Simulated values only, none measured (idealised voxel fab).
Presented below is a process module, voxel double patterning.
Section cut is 260 nm wide and gridded with 5 nm square cells.
If you're reading a cross-section in this doc, picture square cells in a grid; it comes to you as bands, top ones listed first down to the bottom, and a band can be one or more rows of cells. In this notation a band is specified by the heights of its top and bottom, in that order and in nm, after which its materials appear from left to right, each paired with its width in nm. The word "all across" attached to a single material means that material fills the band from edge to edge; the word "blank" stands for empty space. Heights are measured from 0, the level below which the as-received wafer is all one material; the lowest band has no bottom and continues downward, written as in "0 nm and below". A width given as "30 to 40" starts at the first number in the band's top row and ends at the second number in its bottom row, shifting by an equal amount at every step from row to row. What does "nothing different" mean for a step? It means no cell of the cross-section changed in that step. The entry titled "Closed void register" provides the empty spaces that have no open way to the top, restricted to those of 8 cells or more. Each is presented as width x height at distance, the distance being measured from the left edge, with all three in nm. Post-settings text on a step line: simulator's own remark regarding the step. overlay nm: on a step with a mask, how far right of its planned place the mask lay; negative means left. Below you will find pairs of cross-sections. In each, one shows the wafer before one process step and the other after it, with the after view ending at the lowest band that changed. Under each pair is the step separating them, along with its settings. Do not assume the pairs form a chain: they can come from different runs of this module on the same starting wafer, and a pair continues from the pair above it only when its "Pre-process cross-section" entry says so.

**Pre-process cross-section**
0 nm and below = Si all across
Closed void register: none

**Resulting Cross-Section**
5 nm to 0 nm = SiO2 all across
Note: structure below 0 unchanged.
Closed void register: none
What is the step between the two cross-sections above? CONFORMAL_DEP | material SiO2 | thk nm 5

Pre-process cross-section: same picture as after in the pair right above, so we don't repeat it.

**Resulting Cross-Section**
25 nm to 5 nm = TiN all across
Note: structure below 5 unchanged.
Closed void register: none
What is the step between the two cross-sections above? DIRECTIONAL_DEP | material TiN | thk nm 20

Pre-process cross-section: same picture as after in the pair right above, so we don't repeat it.

**Resulting Cross-Section**
35 nm to 25 nm = SiCN all across
Note: structure below 25 unchanged.
Closed void register: none
What is the step between the two cross-sections above? DIRECTIONAL_DEP | material SiCN | thk nm 10

Pre-process cross-section: same picture as after in the pair right above, so we don't repeat it.

**Resulting Cross-Section**
50 nm to 35 nm = aC all across
Note: structure below 35 unchanged.
Closed void register: none
What is the step between the two cross-sections above? DIRECTIONAL_DEP | material aC | thk nm 15

Pre-process cross-section: same picture as after in the pair right above, so we don't repeat it.

**Resulting Cross-Section**
80 nm to 50 nm = resist (95); blank (15); resist (35); blank (15); resist (100)
Note: structure below 50 unchanged.
Closed void register: none
What is the step between the two cross-sections above? PATTERN | tone open | mask id FIRST | material resist | width nm 15 | pitch nm 50 | thk nm 30 | overlay nm 0

Pre-process cross-section: same picture as after in the pair right above, so we don't repeat it.

**Resulting Cross-Section**
65 nm to 50 nm = resist (95); blank (15); resist (35); blank (15); resist (100)
50 nm to 35 nm = aC (95); blank (15); aC (35); blank (15); aC (100)
Note: structure below 35 unchanged.
Closed void register: none
What is the step between the two cross-sections above? DIRECTIONAL_ETCH | etch materials aC | depth nm 15

Pre-process cross-section: same picture as after in the pair right above, so we don't repeat it.

**Resulting Cross-Section**
50 nm to 35 nm = aC (95); blank (15); aC (35); blank (15); aC (100)
Note: structure below 35 unchanged.
Closed void register: none
What is the step between the two cross-sections above? STRIP | etch materials resist

Pre-process cross-section: same picture as after in the pair right above, so we don't repeat it.

**Resulting Cross-Section**
50 nm to 35 nm = aC (95); blank (15); aC (35); blank (15); aC (100)
35 nm to 25 nm = SiCN (95); blank (15); SiCN (35); blank (15); SiCN (100)
Note: structure below 25 unchanged.
Closed void register: none
What is the step between the two cross-sections above? DIRECTIONAL_ETCH | etch materials SiCN | depth nm 10

Pre-process cross-section: same picture as after in the pair right above, so we don't repeat it.

**Resulting Cross-Section**
35 nm to 25 nm = SiCN (95); blank (15); SiCN (35); blank (15); SiCN (100)
Note: structure below 25 unchanged.
Closed void register: none
What is the step between the two cross-sections above? STRIP | etch materials aC

Pre-process cross-section: same picture as after in the pair right above, so we don't repeat it.

**Resulting Cross-Section**
35 nm to 25 nm = SiCN (95); blank (15); SiCN (10); blank (15); SiCN (10); blank (15); SiCN (100)
Note: structure below 25 unchanged.
Closed void register: none
What is the step between the two cross-sections above? MASKED_ETCH | tone open | mask id SECOND | width nm 15 | etch materials SiCN | depth nm 10 | overlay nm 0

Pre-process cross-section: same picture as after in the pair right above, so we don't repeat it.

**Resulting Cross-Section**
35 nm to 25 nm = SiCN (95); blank (15); SiCN (10); blank (15); SiCN (10); blank (15); SiCN (100)
25 nm to 5 nm = TiN (95); blank (15); TiN (10); blank (15); TiN (10); blank (15); TiN (100)
Note: structure below 5 unchanged.
Closed void register: none
What is the step between the two cross-sections above? DIRECTIONAL_ETCH | etch materials TiN | depth nm 20

Pre-process cross-section: same picture as after in the pair right above, so we don't repeat it.

**Resulting Cross-Section**
25 nm to 5 nm = TiN (95); blank (15); TiN (10); blank (15); TiN (10); blank (15); TiN (100)
Note: structure below 5 unchanged.
Closed void register: none
What is the step between the two cross-sections above? STRIP | etch materials SiCN

**Pre-process cross-section**
0 nm and below = Si all across
Closed void register: none

**Resulting Cross-Section**
20 nm to 0 nm = TiN all across
Note: structure below 0 unchanged.
Closed void register: none
What is the step between the two cross-sections above? DIRECTIONAL_DEP | material TiN | thk nm 20

Pre-process cross-section: same picture as after in the pair right above, so we don't repeat it.

**Resulting Cross-Section**
30 nm to 20 nm = SiCN all across
Note: structure below 20 unchanged.
Closed void register: none
What is the step between the two cross-sections above? DIRECTIONAL_DEP | material SiCN | thk nm 10

Pre-process cross-section: same picture as after in the pair right above, so we don't repeat it.

**Resulting Cross-Section**
45 nm to 30 nm = aC all across
Note: structure below 30 unchanged.
Closed void register: none
What is the step between the two cross-sections above? DIRECTIONAL_DEP | material aC | thk nm 15

Pre-process cross-section: same picture as after in the pair right above, so we don't repeat it.

**Resulting Cross-Section**
75 nm to 45 nm = resist (95); blank (15); resist (35); blank (15); resist (100)
Note: structure below 45 unchanged.
Closed void register: none
What is the step between the two cross-sections above? PATTERN | tone open | mask id FIRST | material resist | width nm 15 | pitch nm 50 | thk nm 30 | overlay nm 0

Pre-process cross-section: same picture as after in the pair right above, so we don't repeat it.

**Resulting Cross-Section**
60 nm to 45 nm = resist (95); blank (15); resist (35); blank (15); resist (100)
45 nm to 30 nm = aC (95); blank (15); aC (35); blank (15); aC (100)
Note: structure below 30 unchanged.
Closed void register: none
What is the step between the two cross-sections above? DIRECTIONAL_ETCH | etch materials aC | depth nm 15

Pre-process cross-section: same picture as after in the pair right above, so we don't repeat it.

**Resulting Cross-Section**
45 nm to 30 nm = aC (95); blank (15); aC (35); blank (15); aC (100)
Note: structure below 30 unchanged.
Closed void register: none
What is the step between the two cross-sections above? STRIP | etch materials resist

Pre-process cross-section: same picture as after in the pair right above, so we don't repeat it.

**Resulting Cross-Section**
45 nm to 30 nm = aC (95); blank (15); aC (35); blank (15); aC (100)
30 nm to 20 nm = SiCN (95); blank (15); SiCN (35); blank (15); SiCN (100)
Note: structure below 20 unchanged.
Closed void register: none
What is the step between the two cross-sections above? DIRECTIONAL_ETCH | etch materials SiCN | depth nm 10

Pre-process cross-section: same picture as after in the pair right above, so we don't repeat it.

**Resulting Cross-Section**
30 nm to 20 nm = SiCN (95); blank (15); SiCN (35); blank (15); SiCN (100)
Note: structure below 20 unchanged.
Closed void register: none
What is the step between the two cross-sections above? STRIP | etch materials aC

Pre-process cross-section: same picture as after in the pair right above, so we don't repeat it.

**Resulting Cross-Section**
30 nm to 20 nm = SiCN (95); blank (15); SiCN (10); blank (15); SiCN (10); blank (15); SiCN (100)
Note: structure below 20 unchanged.
Closed void register: none
What is the step between the two cross-sections above? MASKED_ETCH | tone open | mask id SECOND | width nm 15 | etch materials SiCN | depth nm 10 | overlay nm 0

Pre-process cross-section: same picture as after in the pair right above, so we don't repeat it.

**Resulting Cross-Section**
30 nm to 20 nm = SiCN (95); blank (15); SiCN (10); blank (15); SiCN (10); blank (15); SiCN (100)
20 nm to 0 nm = TiN (95); blank (15); TiN (10); blank (15); TiN (10); blank (15); TiN (100)
Note: structure below 0 unchanged.
Closed void register: none
What is the step between the two cross-sections above? DIRECTIONAL_ETCH | etch materials TiN | depth nm 20

Pre-process cross-section: same picture as after in the pair right above, so we don't repeat it.

**Resulting Cross-Section**
20 nm to 0 nm = TiN (95); blank (15); TiN (10); blank (15); TiN (10); blank (15); TiN (100)
Note: structure below 0 unchanged.
Closed void register: none
What is the step between the two cross-sections above? STRIP | etch materials SiCN

**Pre-process cross-section**
25 nm to 5 nm = TiN all across
5 nm to 0 nm = SiO2 all across
0 nm and below = Si all across
Closed void register: none

**Resulting Cross-Section**
45 nm to 5 nm = TiN all across
Note: structure below 5 unchanged.
Closed void register: none
What is the step between the two cross-sections above? DIRECTIONAL_DEP | material TiN | thk nm 20

Pre-process cross-section: same picture as after in the pair right above, so we don't repeat it.

**Resulting Cross-Section**
55 nm to 45 nm = SiCN all across
Note: structure below 45 unchanged.
Closed void register: none
What is the step between the two cross-sections above? DIRECTIONAL_DEP | material SiCN | thk nm 10

Pre-process cross-section: same picture as after in the pair right above, so we don't repeat it.

**Resulting Cross-Section**
70 nm to 55 nm = aC all across
Note: structure below 55 unchanged.
Closed void register: none
What is the step between the two cross-sections above? DIRECTIONAL_DEP | material aC | thk nm 15

Pre-process cross-section: same picture as after in the pair right above, so we don't repeat it.

**Resulting Cross-Section**
100 nm to 70 nm = resist (95); blank (15); resist (35); blank (15); resist (100)
Note: structure below 70 unchanged.
Closed void register: none
What is the step between the two cross-sections above? PATTERN | tone open | mask id FIRST | material resist | width nm 15 | pitch nm 50 | thk nm 30 | overlay nm 0

Pre-process cross-section: same picture as after in the pair right above, so we don't repeat it.

**Resulting Cross-Section**
85 nm to 70 nm = resist (95); blank (15); resist (35); blank (15); resist (100)
70 nm to 55 nm = aC (95); blank (15); aC (35); blank (15); aC (100)
Note: structure below 55 unchanged.
Closed void register: none
What is the step between the two cross-sections above? DIRECTIONAL_ETCH | etch materials aC | depth nm 15

Pre-process cross-section: same picture as after in the pair right above, so we don't repeat it.

**Resulting Cross-Section**
70 nm to 55 nm = aC (95); blank (15); aC (35); blank (15); aC (100)
Note: structure below 55 unchanged.
Closed void register: none
What is the step between the two cross-sections above? STRIP | etch materials resist

Pre-process cross-section: same picture as after in the pair right above, so we don't repeat it.

**Resulting Cross-Section**
70 nm to 55 nm = aC (95); blank (15); aC (35); blank (15); aC (100)
55 nm to 45 nm = SiCN (95); blank (15); SiCN (35); blank (15); SiCN (100)
Note: structure below 45 unchanged.
Closed void register: none
What is the step between the two cross-sections above? DIRECTIONAL_ETCH | etch materials SiCN | depth nm 10

Pre-process cross-section: same picture as after in the pair right above, so we don't repeat it.

**Resulting Cross-Section**
55 nm to 45 nm = SiCN (95); blank (15); SiCN (35); blank (15); SiCN (100)
Note: structure below 45 unchanged.
Closed void register: none
What is the step between the two cross-sections above? STRIP | etch materials aC

Pre-process cross-section: same picture as after in the pair right above, so we don't repeat it.

**Resulting Cross-Section**
55 nm to 45 nm = SiCN (95); blank (15); SiCN (10); blank (15); SiCN (10); blank (15); SiCN (100)
Note: structure below 45 unchanged.
Closed void register: none
What is the step between the two cross-sections above? MASKED_ETCH | tone open | mask id SECOND | width nm 15 | etch materials SiCN | depth nm 10 | overlay nm 0

Pre-process cross-section: same picture as after in the pair right above, so we don't repeat it.

**Resulting Cross-Section**
55 nm to 45 nm = SiCN (95); blank (15); SiCN (10); blank (15); SiCN (10); blank (15); SiCN (100)
45 nm to 25 nm = TiN (95); blank (15); TiN (10); blank (15); TiN (10); blank (15); TiN (100)
Note: structure below 25 unchanged.
Closed void register: none
What is the step between the two cross-sections above? DIRECTIONAL_ETCH | etch materials TiN | depth nm 20

Pre-process cross-section: same picture as after in the pair right above, so we don't repeat it.

**Resulting Cross-Section**
45 nm to 25 nm = TiN (95); blank (15); TiN (10); blank (15); TiN (10); blank (15); TiN (100)
Note: structure below 25 unchanged.
Closed void register: none
What is the step between the two cross-sections above? STRIP | etch materials SiCN

**Pre-process cross-section**
20 nm to 0 nm = TiN all across
0 nm and below = Si all across
Closed void register: none

**Resulting Cross-Section**
25 nm to 20 nm = SiO2 all across
Note: structure below 20 unchanged.
Closed void register: none
What is the step between the two cross-sections above? CONFORMAL_DEP | material SiO2 | thk nm 5

Pre-process cross-section: same picture as after in the pair right above, so we don't repeat it.

**Resulting Cross-Section**
35 nm to 25 nm = SiCN all across
Note: structure below 25 unchanged.
Closed void register: none
What is the step between the two cross-sections above? DIRECTIONAL_DEP | material SiCN | thk nm 10

Pre-process cross-section: same picture as after in the pair right above, so we don't repeat it.

**Resulting Cross-Section**
50 nm to 35 nm = aC all across
Note: structure below 35 unchanged.
Closed void register: none
What is the step between the two cross-sections above? DIRECTIONAL_DEP | material aC | thk nm 15

Pre-process cross-section: same picture as after in the pair right above, so we don't repeat it.

**Resulting Cross-Section**
80 nm to 50 nm = resist (95); blank (15); resist (35); blank (15); resist (100)
Note: structure below 50 unchanged.
Closed void register: none
What is the step between the two cross-sections above? PATTERN | tone open | mask id FIRST | material resist | width nm 15 | pitch nm 50 | thk nm 30 | overlay nm 0

Pre-process cross-section: same picture as after in the pair right above, so we don't repeat it.

**Resulting Cross-Section**
65 nm to 50 nm = resist (95); blank (15); resist (35); blank (15); resist (100)
50 nm to 35 nm = aC (95); blank (15); aC (35); blank (15); aC (100)
Note: structure below 35 unchanged.
Closed void register: none
What is the step between the two cross-sections above? DIRECTIONAL_ETCH | etch materials aC | depth nm 15

Pre-process cross-section: same picture as after in the pair right above, so we don't repeat it.

**Resulting Cross-Section**
50 nm to 35 nm = aC (95); blank (15); aC (35); blank (15); aC (100)
Note: structure below 35 unchanged.
Closed void register: none
What is the step between the two cross-sections above? STRIP | etch materials resist

Pre-process cross-section: same picture as after in the pair right above, so we don't repeat it.

**Resulting Cross-Section**
50 nm to 35 nm = aC (95); blank (15); aC (35); blank (15); aC (100)
35 nm to 25 nm = SiCN (95); blank (15); SiCN (35); blank (15); SiCN (100)
Note: structure below 25 unchanged.
Closed void register: none
What is the step between the two cross-sections above? DIRECTIONAL_ETCH | etch materials SiCN | depth nm 10

Pre-process cross-section: same picture as after in the pair right above, so we don't repeat it.

**Resulting Cross-Section**
35 nm to 25 nm = SiCN (95); blank (15); SiCN (35); blank (15); SiCN (100)
Note: structure below 25 unchanged.
Closed void register: none
What is the step between the two cross-sections above? STRIP | etch materials aC

Pre-process cross-section: same picture as after in the pair right above, so we don't repeat it.

**Resulting Cross-Section**
35 nm to 25 nm = SiCN (95); blank (15); SiCN (10); blank (15); SiCN (10); blank (15); SiCN (100)
Note: structure below 25 unchanged.
Closed void register: none
What is the step between the two cross-sections above? MASKED_ETCH | tone open | mask id SECOND | width nm 15 | etch materials SiCN | depth nm 10 | overlay nm 0

Pre-process cross-section: same picture as after in the pair right above, so we don't repeat it.

**Resulting Cross-Section**
25 nm to 20 nm = SiO2 all across
Note: structure below 20 unchanged.
Closed void register: none
What is the step between the two cross-sections above? STRIP | etch materials SiCN

**Pre-process cross-section**
5 nm to 0 nm = SiO2 all across
0 nm and below = Si all across
Closed void register: none

**Resulting Cross-Section**
30 nm to 5 nm = TiN all across
Note: structure below 5 unchanged.
Closed void register: none
What is the step between the two cross-sections above? DIRECTIONAL_DEP | material TiN | thk nm 25

Pre-process cross-section: same picture as after in the pair right above, so we don't repeat it.

**Resulting Cross-Section**
40 nm to 30 nm = SiCN all across
Note: structure below 30 unchanged.
Closed void register: none
What is the step between the two cross-sections above? DIRECTIONAL_DEP | material SiCN | thk nm 10

Pre-process cross-section: same picture as after in the pair right above, so we don't repeat it.

**Resulting Cross-Section**
55 nm to 40 nm = aC all across
Note: structure below 40 unchanged.
Closed void register: none
What is the step between the two cross-sections above? DIRECTIONAL_DEP | material aC | thk nm 15

Pre-process cross-section: same picture as after in the pair right above, so we don't repeat it.

**Resulting Cross-Section**
85 nm to 55 nm = resist (95); blank (15); resist (35); blank (15); resist (100)
Note: structure below 55 unchanged.
Closed void register: none
What is the step between the two cross-sections above? PATTERN | tone open | mask id FIRST | material resist | width nm 15 | pitch nm 50 | thk nm 30 | overlay nm 0

Pre-process cross-section: same picture as after in the pair right above, so we don't repeat it.

**Resulting Cross-Section**
70 nm to 55 nm = resist (95); blank (15); resist (35); blank (15); resist (100)
55 nm to 40 nm = aC (95); blank (15); aC (35); blank (15); aC (100)
Note: structure below 40 unchanged.
Closed void register: none
What is the step between the two cross-sections above? DIRECTIONAL_ETCH | etch materials aC | depth nm 15

Pre-process cross-section: same picture as after in the pair right above, so we don't repeat it.

**Resulting Cross-Section**
55 nm to 40 nm = aC (95); blank (15); aC (35); blank (15); aC (100)
Note: structure below 40 unchanged.
Closed void register: none
What is the step between the two cross-sections above? STRIP | etch materials resist

Pre-process cross-section: same picture as after in the pair right above, so we don't repeat it.

**Resulting Cross-Section**
55 nm to 40 nm = aC (95); blank (15); aC (35); blank (15); aC (100)
40 nm to 30 nm = SiCN (95); blank (15); SiCN (35); blank (15); SiCN (100)
Note: structure below 30 unchanged.
Closed void register: none
What is the step between the two cross-sections above? DIRECTIONAL_ETCH | etch materials SiCN | depth nm 10

Pre-process cross-section: same picture as after in the pair right above, so we don't repeat it.

**Resulting Cross-Section**
40 nm to 30 nm = SiCN (95); blank (15); SiCN (35); blank (15); SiCN (100)
Note: structure below 30 unchanged.
Closed void register: none
What is the step between the two cross-sections above? STRIP | etch materials aC

Pre-process cross-section: same picture as after in the pair right above, so we don't repeat it.

**Resulting Cross-Section**
40 nm to 30 nm = SiCN (95); blank (15); SiCN (10); blank (15); SiCN (10); blank (15); SiCN (100)
Note: structure below 30 unchanged.
Closed void register: none
What is the step between the two cross-sections above? MASKED_ETCH | tone open | mask id SECOND | width nm 15 | etch materials SiCN | depth nm 10 | overlay nm 0

Pre-process cross-section: same picture as after in the pair right above, so we don't repeat it.

**Resulting Cross-Section**
40 nm to 30 nm = SiCN (95); blank (15); SiCN (10); blank (15); SiCN (10); blank (15); SiCN (100)
30 nm to 10 nm = TiN (95); blank (15); TiN (10); blank (15); TiN (10); blank (15); TiN (100)
Note: structure below 10 unchanged.
Closed void register: none
What is the step between the two cross-sections above? DIRECTIONAL_ETCH | etch materials TiN | depth nm 20

Pre-process cross-section: same picture as after in the pair right above, so we don't repeat it.

**Resulting Cross-Section**
30 nm to 10 nm = TiN (95); blank (15); TiN (10); blank (15); TiN (10); blank (15); TiN (100)
Note: structure below 10 unchanged.
Closed void register: none
What is the step between the two cross-sections above? STRIP | etch materials SiCN

**Pre-process cross-section**
50 nm to 35 nm = aC all across
35 nm to 25 nm = SiCN all across
25 nm to 5 nm = TiN all across
5 nm to 0 nm = SiO2 all across
0 nm and below = Si all across
Closed void register: none

**Resulting Cross-Section**
80 nm to 50 nm = resist (95); blank (20); resist (30); blank (20); resist (95)
Note: structure below 50 unchanged.
Closed void register: none
What is the step between the two cross-sections above? PATTERN | tone open | mask id FIRST | material resist | width nm 20 | pitch nm 50 | thk nm 30 | overlay nm 0

Pre-process cross-section: same picture as after in the pair right above, so we don't repeat it.

**Resulting Cross-Section**
65 nm to 50 nm = resist (95); blank (20); resist (30); blank (20); resist (95)
50 nm to 35 nm = aC (95); blank (20); aC (30); blank (20); aC (95)
Note: structure below 35 unchanged.
Closed void register: none
What is the step between the two cross-sections above? DIRECTIONAL_ETCH | etch materials aC | depth nm 15

Pre-process cross-section: same picture as after in the pair right above, so we don't repeat it.

**Resulting Cross-Section**
50 nm to 35 nm = aC (95); blank (20); aC (30); blank (20); aC (95)
Note: structure below 35 unchanged.
Closed void register: none
What is the step between the two cross-sections above? STRIP | etch materials resist

Pre-process cross-section: same picture as after in the pair right above, so we don't repeat it.

**Resulting Cross-Section**
50 nm to 35 nm = aC (95); blank (20); aC (30); blank (20); aC (95)
35 nm to 25 nm = SiCN (95); blank (20); SiCN (30); blank (20); SiCN (95)
Note: structure below 25 unchanged.
Closed void register: none
What is the step between the two cross-sections above? DIRECTIONAL_ETCH | etch materials SiCN | depth nm 10

Pre-process cross-section: same picture as after in the pair right above, so we don't repeat it.

**Resulting Cross-Section**
35 nm to 25 nm = SiCN (95); blank (20); SiCN (30); blank (20); SiCN (95)
Note: structure below 25 unchanged.
Closed void register: none
What is the step between the two cross-sections above? STRIP | etch materials aC

Pre-process cross-section: same picture as after in the pair right above, so we don't repeat it.

**Resulting Cross-Section**
35 nm to 25 nm = SiCN (95); blank (20); SiCN (5); blank (15); SiCN (10); blank (20); SiCN (95)
Note: structure below 25 unchanged.
Closed void register: none
What is the step between the two cross-sections above? MASKED_ETCH | tone open | mask id SECOND | width nm 15 | etch materials SiCN | depth nm 10 | overlay nm 0

Pre-process cross-section: same picture as after in the pair right above, so we don't repeat it.

**Resulting Cross-Section**
35 nm to 25 nm = SiCN (95); blank (20); SiCN (5); blank (15); SiCN (10); blank (20); SiCN (95)
25 nm to 5 nm = TiN (95); blank (20); TiN (5); blank (15); TiN (10); blank (20); TiN (95)
Note: structure below 5 unchanged.
Closed void register: none
What is the step between the two cross-sections above? DIRECTIONAL_ETCH | etch materials TiN | depth nm 20

Pre-process cross-section: same picture as after in the pair right above, so we don't repeat it.

**Resulting Cross-Section**
25 nm to 5 nm = TiN (95); blank (20); TiN (5); blank (15); TiN (10); blank (20); TiN (95)
Note: structure below 5 unchanged.
Closed void register: none
What is the step between the two cross-sections above? STRIP | etch materials SiCN

**Pre-process cross-section**
50 nm to 35 nm = aC all across
35 nm to 25 nm = SiCN all across
25 nm to 5 nm = TiN all across
5 nm to 0 nm = SiO2 all across
0 nm and below = Si all across
Closed void register: none

**Resulting Cross-Section**
80 nm to 50 nm = resist (90); blank (15); resist (35); blank (15); resist (105)
Note: structure below 50 unchanged.
Closed void register: none
What is the step between the two cross-sections above? PATTERN | tone open | mask id FIRST | material resist | width nm 15 | pitch nm 50 | thk nm 30 | overlay nm -5

Pre-process cross-section: same picture as after in the pair right above, so we don't repeat it.

**Resulting Cross-Section**
65 nm to 50 nm = resist (90); blank (15); resist (35); blank (15); resist (105)
50 nm to 35 nm = aC (90); blank (15); aC (35); blank (15); aC (105)
Note: structure below 35 unchanged.
Closed void register: none
What is the step between the two cross-sections above? DIRECTIONAL_ETCH | etch materials aC | depth nm 15

Pre-process cross-section: same picture as after in the pair right above, so we don't repeat it.

**Resulting Cross-Section**
50 nm to 35 nm = aC (90); blank (15); aC (35); blank (15); aC (105)
Note: structure below 35 unchanged.
Closed void register: none
What is the step between the two cross-sections above? STRIP | etch materials resist

Pre-process cross-section: same picture as after in the pair right above, so we don't repeat it.

**Resulting Cross-Section**
50 nm to 35 nm = aC (90); blank (15); aC (35); blank (15); aC (105)
35 nm to 25 nm = SiCN (90); blank (15); SiCN (35); blank (15); SiCN (105)
Note: structure below 25 unchanged.
Closed void register: none
What is the step between the two cross-sections above? DIRECTIONAL_ETCH | etch materials SiCN | depth nm 10

Pre-process cross-section: same picture as after in the pair right above, so we don't repeat it.

**Resulting Cross-Section**
35 nm to 25 nm = SiCN (90); blank (15); SiCN (35); blank (15); SiCN (105)
Note: structure below 25 unchanged.
Closed void register: none
What is the step between the two cross-sections above? STRIP | etch materials aC

Pre-process cross-section: same picture as after in the pair right above, so we don't repeat it.

**Resulting Cross-Section**
35 nm to 25 nm = SiCN (90); blank (15); SiCN (15); blank (15); SiCN (5); blank (15); SiCN (105)
Note: structure below 25 unchanged.
Closed void register: none
What is the step between the two cross-sections above? MASKED_ETCH | tone open | mask id SECOND | width nm 15 | etch materials SiCN | depth nm 10 | overlay nm 0

Pre-process cross-section: same picture as after in the pair right above, so we don't repeat it.

**Resulting Cross-Section**
35 nm to 25 nm = SiCN (90); blank (15); SiCN (15); blank (15); SiCN (5); blank (15); SiCN (105)
25 nm to 5 nm = TiN (90); blank (15); TiN (15); blank (15); TiN (5); blank (15); TiN (105)
Note: structure below 5 unchanged.
Closed void register: none
What is the step between the two cross-sections above? DIRECTIONAL_ETCH | etch materials TiN | depth nm 20

Pre-process cross-section: same picture as after in the pair right above, so we don't repeat it.

**Resulting Cross-Section**
25 nm to 5 nm = TiN (90); blank (15); TiN (15); blank (15); TiN (5); blank (15); TiN (105)
Note: structure below 5 unchanged.
Closed void register: none
What is the step between the two cross-sections above? STRIP | etch materials SiCN

**Pre-process cross-section**
0 nm and below = Si all across
Closed void register: none

**Resulting Cross-Section**
5 nm to 0 nm = aC all across
Note: structure below 0 unchanged.
Closed void register: none
What is the step between the two cross-sections above? CONFORMAL_DEP | material aC | thk nm 5

Pre-process cross-section: same picture as after in the pair right above, so we don't repeat it.

**Resulting Cross-Section**
25 nm to 5 nm = TiN all across
Note: structure below 5 unchanged.
Closed void register: none
What is the step between the two cross-sections above? DIRECTIONAL_DEP | material TiN | thk nm 20

Pre-process cross-section: same picture as after in the pair right above, so we don't repeat it.

**Resulting Cross-Section**
35 nm to 25 nm = SiCN all across
Note: structure below 25 unchanged.
Closed void register: none
What is the step between the two cross-sections above? DIRECTIONAL_DEP | material SiCN | thk nm 10

Pre-process cross-section: same picture as after in the pair right above, so we don't repeat it.

**Resulting Cross-Section**
50 nm to 35 nm = aC all across
Note: structure below 35 unchanged.
Closed void register: none
What is the step between the two cross-sections above? DIRECTIONAL_DEP | material aC | thk nm 15

Pre-process cross-section: same picture as after in the pair right above, so we don't repeat it.

**Resulting Cross-Section**
80 nm to 50 nm = resist (95); blank (15); resist (35); blank (15); resist (100)
Note: structure below 50 unchanged.
Closed void register: none
What is the step between the two cross-sections above? PATTERN | tone open | mask id FIRST | material resist | width nm 15 | pitch nm 50 | thk nm 30 | overlay nm 0

Pre-process cross-section: same picture as after in the pair right above, so we don't repeat it.

**Resulting Cross-Section**
65 nm to 50 nm = resist (95); blank (15); resist (35); blank (15); resist (100)
50 nm to 35 nm = aC (95); blank (15); aC (35); blank (15); aC (100)
Note: structure below 35 unchanged.
Closed void register: none
What is the step between the two cross-sections above? DIRECTIONAL_ETCH | etch materials aC | depth nm 15

Pre-process cross-section: same picture as after in the pair right above, so we don't repeat it.

**Resulting Cross-Section**
50 nm to 35 nm = aC (95); blank (15); aC (35); blank (15); aC (100)
Note: structure below 35 unchanged.
Closed void register: none
What is the step between the two cross-sections above? STRIP | etch materials resist

Pre-process cross-section: same picture as after in the pair right above, so we don't repeat it.

**Resulting Cross-Section**
50 nm to 35 nm = aC (95); blank (15); aC (35); blank (15); aC (100)
35 nm to 25 nm = SiCN (95); blank (15); SiCN (35); blank (15); SiCN (100)
Note: structure below 25 unchanged.
Closed void register: none
What is the step between the two cross-sections above? DIRECTIONAL_ETCH | etch materials SiCN | depth nm 10

Pre-process cross-section: same picture as after in the pair right above, so we don't repeat it.

**Resulting Cross-Section**
35 nm to 25 nm = SiCN (95); blank (15); SiCN (35); blank (15); SiCN (100)
Note: structure below 25 unchanged.
Closed void register: none
What is the step between the two cross-sections above? STRIP | etch materials aC

Pre-process cross-section: same picture as after in the pair right above, so we don't repeat it.

**Resulting Cross-Section**
35 nm to 25 nm = SiCN (95); blank (15); SiCN (10); blank (15); SiCN (10); blank (15); SiCN (100)
Note: structure below 25 unchanged.
Closed void register: none
What is the step between the two cross-sections above? MASKED_ETCH | tone open | mask id SECOND | width nm 15 | etch materials SiCN | depth nm 10 | overlay nm 0

Pre-process cross-section: same picture as after in the pair right above, so we don't repeat it.

**Resulting Cross-Section**
35 nm to 25 nm = SiCN (95); blank (15); SiCN (10); blank (15); SiCN (10); blank (15); SiCN (100)
25 nm to 5 nm = TiN (95); blank (15); TiN (10); blank (15); TiN (10); blank (15); TiN (100)
Note: structure below 5 unchanged.
Closed void register: none
What is the step between the two cross-sections above? DIRECTIONAL_ETCH | etch materials TiN | depth nm 20

Pre-process cross-section: same picture as after in the pair right above, so we don't repeat it.

**Resulting Cross-Section**
25 nm to 5 nm = TiN (95); blank (15); TiN (10); blank (15); TiN (10); blank (15); TiN (100)
Note: structure below 5 unchanged.
Closed void register: none
What is the step between the two cross-sections above? STRIP | etch materials SiCN

**Pre-process cross-section**
35 nm to 25 nm = SiCN (95); blank (15); SiCN (35); blank (15); SiCN (100)
25 nm to 5 nm = TiN all across
5 nm to 0 nm = SiO2 all across
0 nm and below = Si all across
Closed void register: none

**Resulting Cross-Section**
35 nm to 25 nm = blank (120); SiCN (15); blank (125)
Note: structure below 25 unchanged.
Closed void register: none
What is the step between the two cross-sections above? MASKED_ETCH | tone cover | mask id SECOND | width nm 15 | etch materials SiCN | depth nm 10 | overlay nm 0

Pre-process cross-section: same picture as after in the pair right above, so we don't repeat it.

**Resulting Cross-Section**
35 nm to 25 nm = blank (120); SiCN (15); blank (125)
25 nm to 5 nm = blank (120); TiN (15); blank (125)
Note: structure below 5 unchanged.
Closed void register: none
What is the step between the two cross-sections above? DIRECTIONAL_ETCH | etch materials TiN | depth nm 20

Pre-process cross-section: same picture as after in the pair right above, so we don't repeat it.

**Resulting Cross-Section**
25 nm to 5 nm = blank (120); TiN (15); blank (125)
Note: structure below 5 unchanged.
Closed void register: none
What is the step between the two cross-sections above? STRIP | etch materials SiCN
